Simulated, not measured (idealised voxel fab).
process module | voxel quadruple lines
cross-section cut | 140 nm wide | cells 5 nm
A cross-section is a grid of square cells, given in bands from the top down. A band is one or more rows of cells.
Each band's line starts with the height of the band's top and of its bottom, in nm. Then come its materials from left to right, each with its width in nm. One material with "throughout" fills the band from edge to edge. "air" is empty space.
Height 0 is the level under which the wafer as received is all one material. The lowest band goes on downwards, as in "0 down".
A width such as "30 to 40" changes by the same amount from each row of cells to the next, from the band's top row to its bottom row.
"no change" after a step means that no cell of the cross-section changed.
closed voids: empty space of 8 cells or more with no open way to the top, each as width x height at its distance from the left edge, in nm
after a step's settings: what the simulator itself notes on the step
overlay nm, on a step with a mask: how far to the right of its planned place the mask lay; to the left if negative
plan
1 op RECEIVE | material Si
2 op CONFORMAL_DEP | material Al2O3 | thk nm 5
3 op DIRECTIONAL_DEP | material Ru | thk nm 10
4 op DIRECTIONAL_DEP | material polySi | thk nm 20
5 op DIRECTIONAL_DEP | material aC | thk nm 25
6 op PATTERN | tone cover | mask id MANDREL | material resist | width nm 30 | thk nm 35 | overlay nm 0
7 op DIRECTIONAL_ETCH | etch materials aC | depth nm 25
8 op STRIP | etch materials resist
9 op CONFORMAL_DEP | material SiO2 | thk nm 10
10 op DIRECTIONAL_ETCH | etch materials SiO2 | depth nm 10
11 op STRIP | etch materials aC
12 op DIRECTIONAL_ETCH | etch materials polySi | depth nm 20
13 op STRIP | etch materials SiO2
14 op CONFORMAL_DEP | material SiN | thk nm 10
15 op DIRECTIONAL_ETCH | etch materials SiN | depth nm 10
16 op STRIP | etch materials polySi
17 op DIRECTIONAL_ETCH | etch materials Ru | depth nm 10
18 op STRIP | etch materials SiN
19 op FILL_DEP | material SiO2 | thk nm 10
20 op CMP | height nm 15
first wafer, as planned
as received, after step 1
  0 down: Si throughout
  closed voids: none
after step 2
  5 to 0: Al2O3 throughout
  below 0: unchanged
after step 3
  15 to 5: Ru throughout
  below 5: unchanged
after step 4
  35 to 15: polySi throughout
  below 15: unchanged
after step 5
  60 to 35: aC throughout
  below 35: unchanged
after step 6
  95 to 60: air 55 | resist 30 | air 55
  below 60: unchanged
after step 7
  70 to 60: air 55 | resist 30 | air 55
  60 to 35: air 55 | aC 30 | air 55
  below 35: unchanged
after step 8
  60 to 35: air 55 | aC 30 | air 55
  below 35: unchanged
after step 9
  70 to 60: air 45 | SiO2 50 | air 45
  60 to 45: air 45 | SiO2 10 | aC 30 | SiO2 10 | air 45
  45 to 35: SiO2 55 | aC 30 | SiO2 55
  below 35: unchanged
after step 10
  60 to 35: air 45 | SiO2 10 | aC 30 | SiO2 10 | air 45
  below 35: unchanged
after step 11
  60 to 35: air 45 | SiO2 10 | air 30 | SiO2 10 | air 45
  below 35: unchanged
after step 12
  60 to 35: air 45 | SiO2 10 | air 30 | SiO2 10 | air 45
  35 to 15: air 45 | polySi 10 | air 30 | polySi 10 | air 45
  below 15: unchanged
after step 13
  35 to 15: air 45 | polySi 10 | air 30 | polySi 10 | air 45
  below 15: unchanged
after step 14
  45 to 35: air 35 | SiN 30 | air 10 | SiN 30 | air 35
  35 to 25: air 35 | SiN 10 | polySi 10 | SiN 10 | air 10 | SiN 10 | polySi 10 | SiN 10 | air 35
  25 to 15: SiN 45 | polySi 10 | SiN 30 | polySi 10 | SiN 45
  below 15: unchanged
after step 15
  35 to 15: air 35 | SiN 10 | polySi 10 | SiN 10 | air 10 | SiN 10 | polySi 10 | SiN 10 | air 35
  below 15: unchanged
after step 16
  35 to 15: air 35 | SiN 10 | air 10 | SiN 10 | air 10 | SiN 10 | air 10 | SiN 10 | air 35
  below 15: unchanged
after step 17
  35 to 15: air 35 | SiN 10 | air 10 | SiN 10 | air 10 | SiN 10 | air 10 | SiN 10 | air 35
  15 to 5: air 35 | Ru 10 | air 10 | Ru 10 | air 10 | Ru 10 | air 10 | Ru 10 | air 35
  below 5: unchanged
after step 18
  15 to 5: air 35 | Ru 10 | air 10 | Ru 10 | air 10 | Ru 10 | air 10 | Ru 10 | air 35
  below 5: unchanged
after step 19
  25 to 15: SiO2 throughout
  15 to 5: SiO2 35 | Ru 10 | SiO2 10 | Ru 10 | SiO2 10 | Ru 10 | SiO2 10 | Ru 10 | SiO2 35
  below 5: unchanged
after step 20
  15 to 5: SiO2 35 | Ru 10 | SiO2 10 | Ru 10 | SiO2 10 | Ru 10 | SiO2 10 | Ru 10 | SiO2 35
  below 5: unchanged
second wafer: like start, like plan, one mistake. Through step 1 it matches the first wafer
when step 2 should have ended: no change
when step 3 should have ended
  10 to 0: Ru throughout
  below 0: unchanged
when step 4 should have ended
  30 to 10: polySi throughout
  below 10: unchanged
when step 5 should have ended
  55 to 30: aC throughout
  below 30: unchanged
when step 6 should have ended
  90 to 55: air 55 | resist 30 | air 55
  below 55: unchanged
when step 7 should have ended
  65 to 55: air 55 | resist 30 | air 55
  55 to 30: air 55 | aC 30 | air 55
  below 30: unchanged
when step 8 should have ended
  55 to 30: air 55 | aC 30 | air 55
  below 30: unchanged
when step 9 should have ended
  65 to 55: air 45 | SiO2 50 | air 45
  55 to 40: air 45 | SiO2 10 | aC 30 | SiO2 10 | air 45
  40 to 30: SiO2 55 | aC 30 | SiO2 55
  below 30: unchanged
when step 10 should have ended
  55 to 30: air 45 | SiO2 10 | aC 30 | SiO2 10 | air 45
  below 30: unchanged
when step 11 should have ended
  55 to 30: air 45 | SiO2 10 | air 30 | SiO2 10 | air 45
  below 30: unchanged
when step 12 should have ended
  55 to 30: air 45 | SiO2 10 | air 30 | SiO2 10 | air 45
  30 to 10: air 45 | polySi 10 | air 30 | polySi 10 | air 45
  below 10: unchanged
when step 13 should have ended
  30 to 10: air 45 | polySi 10 | air 30 | polySi 10 | air 45
  below 10: unchanged
when step 14 should have ended
  40 to 30: air 35 | SiN 30 | air 10 | SiN 30 | air 35
  30 to 20: air 35 | SiN 10 | polySi 10 | SiN 10 | air 10 | SiN 10 | polySi 10 | SiN 10 | air 35
  20 to 10: SiN 45 | polySi 10 | SiN 30 | polySi 10 | SiN 45
  below 10: unchanged
when step 15 should have ended
  30 to 10: air 35 | SiN 10 | polySi 10 | SiN 10 | air 10 | SiN 10 | polySi 10 | SiN 10 | air 35
  below 10: unchanged
when step 16 should have ended
  30 to 10: air 35 | SiN 10 | air 10 | SiN 10 | air 10 | SiN 10 | air 10 | SiN 10 | air 35
  below 10: unchanged
when step 17 should have ended
  30 to 10: air 35 | SiN 10 | air 10 | SiN 10 | air 10 | SiN 10 | air 10 | SiN 10 | air 35
  10 to 0: air 35 | Ru 10 | air 10 | Ru 10 | air 10 | Ru 10 | air 10 | Ru 10 | air 35
  below 0: unchanged
when step 18 should have ended
  10 to 0: air 35 | Ru 10 | air 10 | Ru 10 | air 10 | Ru 10 | air 10 | Ru 10 | air 35
  below 0: unchanged
when step 19 should have ended
  20 to 10: SiO2 throughout
  10 to 0: SiO2 35 | Ru 10 | SiO2 10 | Ru 10 | SiO2 10 | Ru 10 | SiO2 10 | Ru 10 | SiO2 35
  below 0: unchanged
when step 20 should have ended
  15 to 10: SiO2 throughout
  below 10: unchanged
what went wrong: step 2 was left out
at the end the second wafer has, in cells: 28 fewer of Al2O3 | 28 more of SiO2
